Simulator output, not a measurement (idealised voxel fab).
process module | voxel trench capacitor
The width of the displayed cross-section, cut, is 300 nm; its cells are square, with a size of 5 nm.
Cross-section, as written here: a square-cell grid given band by band from the top down, where a band holds one or more rows of cells. A band entry consists of two parts. The first gives the height of the band's top and the height of its bottom, in nm. The rest lists the band's materials from left to right, each with its width in nm. A single material labelled with the word "everywhere" fills the band from edge to edge, and the word "blank" marks empty space. Zero point of the height axis is 0; under it, received wafer = one material. Lowest band: continues down indefinitely, "top 0, no bottom". The expression "30 to 40" gives the width at the extremes of the band, the first number at its top row of cells and the second at its bottom row, with the width changing by equal amounts from each row to the next in between. Given "no change" for a step, no cell of the cross-section differs between before and after that step. "Closed void table" lists enclosed empty spaces (at least 8 cells, no open path upward to the top), each as width x height at distance from the left edge, in nm. Formally, on a step line, whatever follows the settings is a remark that the simulator itself makes on the step. A step line may carry the setting "overlay nm", which, for steps involving a mask, states the distance by which the mask lay to the right of its intended position; negative values denote displacement to the left.
Plan:
1 RECEIVE (material Si)
2 CONFORMAL_DEP (material SiN; thk nm 5)
3 DIRECTIONAL_DEP (material aC; thk nm 10)
4 PATTERN (tone open; mask id TRENCH; material resist; width nm 15; pitch nm 35; thk nm 25; overlay nm 0)
5 DIRECTIONAL_ETCH (etch materials aC; depth nm 10)
6 STRIP (etch materials resist)
7 DIRECTIONAL_ETCH (etch materials SiN; depth nm 5)
8 DIRECTIONAL_ETCH (etch materials Si; depth nm 40)
9 STRIP (etch materials aC)
10 CONFORMAL_DEP (material SiO2; thk nm 5)
11 FILL_DEP (material polySi; thk nm 5)
12 CMP (height nm 5)
As received (post step 1): cross-section:
- top 0, no bottom | Si everywhere
- Closed void table: none
End-of-module cross-section of the first of two wafers, processed as planned:
- top 5, bottom 0 | SiN (90), then SiO2 (5), then polySi (5), then SiO2 (5), then SiN (20), then SiO2 (5), then polySi (5), then SiO2 (5), then SiN (20), then SiO2 (5), then polySi (5), then SiO2 (5), then SiN (20), then SiO2 (5), then polySi (5), then SiO2 (5), then SiN (90)
- top 0, bottom -35 | Si (90), then SiO2 (5), then polySi (5), then SiO2 (5), then Si (20), then SiO2 (5), then polySi (5), then SiO2 (5), then Si (20), then SiO2 (5), then polySi (5), then SiO2 (5), then Si (20), then SiO2 (5), then polySi (5), then SiO2 (5), then Si (90)
- top -35, bottom -40 | Si (90), then SiO2 (15), then Si (20), then SiO2 (15), then Si (20), then SiO2 (15), then Si (20), then SiO2 (15), then Si (90)
- top -40, no bottom | Si everywhere
- Closed void table: none
Cross-section of the latter of the two wafers at module completion. It had an identical start and an identical plan to the former; in running it, one mistake was made:
- top 5, bottom 0 | SiN (90), then SiO2 (5), then polySi (5), then SiO2 (5), then SiN (20), then SiO2 (5), then polySi (5), then SiO2 (5), then SiN (20), then SiO2 (5), then polySi (5), then SiO2 (5), then SiN (20), then SiO2 (5), then polySi (5), then SiO2 (5), then SiN (90)
- top 0, bottom -75 | Si (90), then SiO2 (5), then polySi (5), then SiO2 (5), then Si (20), then SiO2 (5), then polySi (5), then SiO2 (5), then Si (20), then SiO2 (5), then polySi (5), then SiO2 (5), then Si (20), then SiO2 (5), then polySi (5), then SiO2 (5), then Si (90)
- top -75, bottom -80 | Si (90), then SiO2 (15), then Si (20), then SiO2 (15), then Si (20), then SiO2 (15), then Si (20), then SiO2 (15), then Si (90)
- top -80, no bottom | Si everywhere
- Closed void table: none
In executing the process, a mistake was made relative to the plan: step 8 of the plan was twice carried out
Final tally in cells, some materials are higher or lower on the second wafer than on the first: Si: 96 fewer | SiO2: 64 more | polySi: 32 more
